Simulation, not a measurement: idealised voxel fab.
process module | voxel gate over fins
cross-section cut | 295 nm wide | cells 5 nm
A cross-section is a grid of square cells, given in bands from the top down. A band is one or more rows of cells.
Each band's line starts with the height of the band's top and of its bottom, in nm. Then come its materials from left to right, each with its width in nm. One material with "throughout" fills the band from edge to edge. "air" is empty space.
Height 0 is the level under which the wafer as received is all one material. The lowest band goes on downwards, as in "0 down".
A width such as "30 to 40" changes by the same amount from each row of cells to the next, from the band's top row to its bottom row.
"no change" after a step means that no cell of the cross-section changed.
closed voids: empty space of 8 cells or more with no open way to the top, each as width x height at its distance from the left edge, in nm
after a step's settings: what the simulator itself notes on the step
overlay nm, on a step with a mask: how far to the right of its planned place the mask lay; to the left if negative
plan
1 op RECEIVE | material Si
2 op CONFORMAL_DEP | material SiN | thk nm 10
3 op PATTERN | tone cover | mask id FINS | material resist | width nm 15 | pitch nm 45 | thk nm 20 | overlay nm 0
4 op DIRECTIONAL_ETCH | etch materials SiN | depth nm 10
5 op DIRECTIONAL_ETCH | etch materials Si | depth nm 40
6 op STRIP | etch materials resist
7 op OXIDIZE | depth nm 5
8 op FILL_DEP | material SiO2 | thk nm 15
9 op CMP | height nm 10
10 op SELECTIVE_ETCH | etch materials SiO2 | depth nm 20
11 op STRIP | etch materials SiN
12 op CONFORMAL_DEP | material HfO2 | thk nm 5
13 op CONFORMAL_DEP | material TiN | thk nm 5
14 op FILL_DEP | material W | thk nm 10
15 op CMP | height nm 15
16 op CONFORMAL_DEP | material SiN | thk nm 10
as received, after step 1
  0 down: Si throughout
  closed voids: none
first wafer at the end, as planned
  25 to 15: SiN throughout
  15 to 10: W throughout
  10 to 5: W 110 | TiN 25 | W 20 | TiN 25 | W 115
  5 to 0: W 110 | TiN 5 | HfO2 15 | TiN 5 | W 20 | TiN 5 | HfO2 15 | TiN 5 | W 115
  0 to -5: TiN 115 | HfO2 5 | Si 5 | HfO2 5 | TiN 30 | HfO2 5 | Si 5 | HfO2 5 | TiN 120
  -5 to -10: HfO2 120 | Si 5 | HfO2 40 | Si 5 | HfO2 125
  -10 to -45: SiO2 120 | Si 5 | SiO2 40 | Si 5 | SiO2 125
  -45 down: Si throughout
  closed voids: none
second wafer at the end: like start, like plan, one mistake
  25 to 15: SiN throughout
  15 to 10: W throughout
  10 to 5: W 110 | TiN 30 | W 15 | TiN 30 | W 110
  5 to 0: W 110 | TiN 5 | HfO2 20 | TiN 5 | W 15 | TiN 5 | HfO2 20 | TiN 5 | W 110
  0 to -5: TiN 115 | HfO2 5 | Si 10 | HfO2 5 | TiN 25 | HfO2 5 | Si 10 | HfO2 5 | TiN 115
  -5 to -10: HfO2 120 | Si 10 | HfO2 35 | Si 10 | HfO2 120
  -10 to -45: SiO2 120 | Si 10 | SiO2 35 | Si 10 | SiO2 120
  -45 down: Si throughout
  closed voids: none
what went wrong: step 3 ran as: op PATTERN | tone cover | mask id FINS | material resist | width nm 20 | pitch nm 45 | thk nm 20 | overlay nm 0
at the end the second wafer has, in cells: 18 more of Si | 14 fewer of SiO2 | 4 fewer of W
